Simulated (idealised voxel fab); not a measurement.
Documented hereafter: the process module known as voxel lift off.
Section cut is 290 nm wide and gridded with 5 nm square cells.
How to read a cross-section here: the picture is a grid of square cells, written as bands going from the top down, and any band can span one or more rows of cells.
The band entry comprises the height of the band's top followed by the height of its bottom, expressed in nm, and subsequently the band's materials from left to right, each stated together with its width in nm. Where a single material is marked with the word "everywhere", that material fills the band from edge to edge. The word "empty" represents empty space.
Heights are measured from 0, the level below which the as-received wafer is all one material; the lowest band has no bottom and continues downward, written as in "from 0 down".
You'd read "30 to 40" like this: the band's top row of cells is as wide as the first number, its bottom row is as wide as the second, and going down, every row changes width by the same amount as the row before did.
"everything unchanged" for a step: no cell of the cross-section changed in that step.
Heads up: "Sealed void listing" only lists the empty pockets with no open path to the top that are 8 cells or more, and it writes them as width x height at distance, distance from the left edge, in nm.
Anything after a step's settings on that line? It's the simulator's own note about the step.
"overlay nm", when on a step's line for a step with a mask, measures how far to the right of its planned place the mask lay; a negative measure means to the left.

### Planned step list for the process
1. RECEIVE,material Si
2. CONFORMAL_DEP,material SiO2,thk nm 10
3. PATTERN,tone open,mask id LINES,material resist,width nm 20,pitch nm 35,thk nm 20,overlay nm 0
4. DIRECTIONAL_DEP,material Ru,thk nm 10
5. STRIP,etch materials resist
6. CONFORMAL_DEP,material SiCN,thk nm 5

### First out of two wafers; run went to plan

### Cross-sectional view of the wafer in its as-received condition, corresponding to the state after step 1
- from 0 down | Si everywhere
- Sealed void listing: none

### Once step 2 is through, the wafer looks like this in cross-section
- from 10 to 0 | SiO2 everywhere
- Below 0 it's all the same as before, nothing changed down there.

### Once step 3 is through, the wafer looks like this in cross-section
- from 30 to 10 | resist 80, then empty 20, then resist 15, then empty 20, then resist 15, then empty 20, then resist 15, then empty 20, then resist 85
- Below 10 it's all the same as before, nothing changed down there.

### Once step 4 is through, the wafer looks like this in cross-section
- from 40 to 30 | Ru 80, then empty 20, then Ru 15, then empty 20, then Ru 15, then empty 20, then Ru 15, then empty 20, then Ru 85
- from 30 to 20 | resist 80, then empty 20, then resist 15, then empty 20, then resist 15, then empty 20, then resist 15, then empty 20, then resist 85
- from 20 to 10 | resist 80, then Ru 20, then resist 15, then Ru 20, then resist 15, then Ru 20, then resist 15, then Ru 20, then resist 85
- Below 10 it's all the same as before, nothing changed down there.

### Once step 5 is through, the wafer looks like this in cross-section
- from 20 to 10 | empty 80, then Ru 20, then empty 15, then Ru 20, then empty 15, then Ru 20, then empty 15, then Ru 20, then empty 85
- Below 10 it's all the same as before, nothing changed down there.

### Once step 6 is through, the wafer looks like this in cross-section
- from 25 to 20 | empty 75, then SiCN 30, then empty 5, then SiCN 30, then empty 5, then SiCN 30, then empty 5, then SiCN 30, then empty 80
- from 20 to 15 | empty 75, then SiCN 5, then Ru 20, then SiCN 5, then empty 5, then SiCN 5, then Ru 20, then SiCN 5, then empty 5, then SiCN 5, then Ru 20, then SiCN 5, then empty 5, then SiCN 5, then Ru 20, then SiCN 5, then empty 80
- from 15 to 10 | SiCN 80, then Ru 20, then SiCN 15, then Ru 20, then SiCN 15, then Ru 20, then SiCN 15, then Ru 20, then SiCN 85
- Below 10 it's all the same as before, nothing changed down there.

### Companion wafer, the second of two: same beginning, same intended sequence, one mistake in carrying it out; through step 5 inclusive it tracks the first exactly

### Cross-section of the second wafer at the time by which step 6 should have been completed according to the plan
- from 25 to 15 | empty 75, then Ru 30, then empty 5, then Ru 30, then empty 5, then Ru 30, then empty 5, then Ru 30, then empty 80
- from 15 to 10 | Ru everywhere
- Below 10 it's all the same as before, nothing changed down there.
Run error: step 6 ran as: CONFORMAL_DEP,material Ru,thk nm 5
Wafer comparison, final, in cells, second relative to first, materials more or fewer: Ru: 74 more | SiCN: 74 fewer
